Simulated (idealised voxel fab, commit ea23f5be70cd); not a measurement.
Proc. module: voxel self aligned contacts
In the cross-section labelled cut, the width is 270 nm and each square cell is 5 nm.
Think of the cross-section as a grid of square cells. We describe it in bands, top to bottom, and each band covers one or more rows of those cells.
A band entry consists of two parts. The first gives the height of the band's top and the height of its bottom, in nm. The rest lists the band's materials from left to right, each with its width in nm. A single material labelled with the word "throughout" fills the band from edge to edge, and the word "air" marks empty space.
The level at which height equals 0 is the one under which the wafer, as it arrives, is entirely one material. No lower edge exists for the bottom band, which continues downward and is notated as in "0 and below".
Think of "30..40" as a width that walks from the first number to the second as you go down the band, top row to bottom row, taking equal-sized steps from row to row.
Where a step carries "no change", the cross-section came out of it unchanged, cell for cell.
Basically, "Closed void entries" tells you about the enclosed voids: empty spaces with no open way to the top, 8 cells or bigger, each written width x height at distance, where distance is from the left edge, all in nm.
It should be noted that, on the line of a given step, the content following the step's settings is a remark produced by the simulator itself with respect to that step.
overlay nm: mask offset rightward from planned place, masked step; negative means leftward offset.
## Steps planned for the process
step 1: RECEIVE (material Si)
step 2: CONFORMAL_DEP (material SiO2; thk nm 5)
step 3: DIRECTIONAL_DEP (material polySi; thk nm 30)
step 4: DIRECTIONAL_DEP (material SiN; thk nm 15)
step 5: MASKED_ETCH (tone cover; mask id GATE; width nm 25; pitch nm 55; etch materials SiN; depth nm 15; overlay nm 0)
step 6: MASKED_ETCH (tone cover; mask id GATE; width nm 25; pitch nm 55; etch materials polySi; depth nm 30; overlay nm 0)
step 7: CONFORMAL_DEP (material SiN; thk nm 5)
step 8: DIRECTIONAL_ETCH (etch materials SiN; depth nm 5)
step 9: FILL_DEP (material SiO2; thk nm 10)
step 10: CMP (height nm 55)
step 11: DIRECTIONAL_DEP (material aC; thk nm 15)
step 12: PATTERN (tone open; mask id CONTACT; material resist; width nm 40; thk nm 30; overlay nm 0)
step 13: DIRECTIONAL_ETCH (etch materials aC; depth nm 15)
step 14: STRIP (etch materials resist)
step 15: DIRECTIONAL_ETCH (etch materials SiO2; depth nm 55)
step 16: STRIP (etch materials aC)
step 17: CONFORMAL_DEP (material TiN; thk nm 5)
step 18: FILL_DEP (material W; thk nm 10)
step 19: CMP (height nm 55)
step 20: CONFORMAL_DEP (material SiN; thk nm 5)
## Received-state cross-section, reflecting completion of step 1
0 and below: Si throughout
Closed void entries: none
## Run as planned - first of the two wafers cross-sectioned at the end of the module
60 down to 55: SiN throughout
55 down to 50: SiO2 (115) | TiN (15) | W (10) | TiN (15) | SiO2 (115)
50 down to 35: SiO2 (90) | SiN (35) | TiN (5) | W (10) | TiN (5) | SiN (35) | SiO2 (90)
35 down to 5: SiO2 (90) | SiN (5) | polySi (25) | SiN (5) | TiN (5) | W (10) | TiN (5) | SiN (5) | polySi (25) | SiN (5) | SiO2 (90)
5 down to 0: SiO2 (125) | TiN (20) | SiO2 (125)
0 and below: Si throughout
Closed void entries: none
## Wafer two cross-section, module end. Start and plan unchanged from wafer one; one mistake made during the run
60 down to 55: SiN throughout
55 down to 50: SiO2 (115) | TiN (15) | W (10) | TiN (15) | SiO2 (115)
50 down to 35: SiO2 (90) | SiN (35) | TiN (5) | W (10) | TiN (5) | SiN (35) | SiO2 (90)
35 down to 30: SiO2 (125) | TiN (20) | SiO2 (125)
30 down to 0: polySi throughout
0 and below: Si throughout
Closed void entries: none
Run error: so 2 and 3 got swapped relative to the plan, each ran where the other was supposed to
The second wafer ends with more or fewer cells of some materials than the first, per final count: 24 fewer of SiN | 216 fewer of SiO2 | 12 fewer of TiN | 12 fewer of W | 264 more of polySi
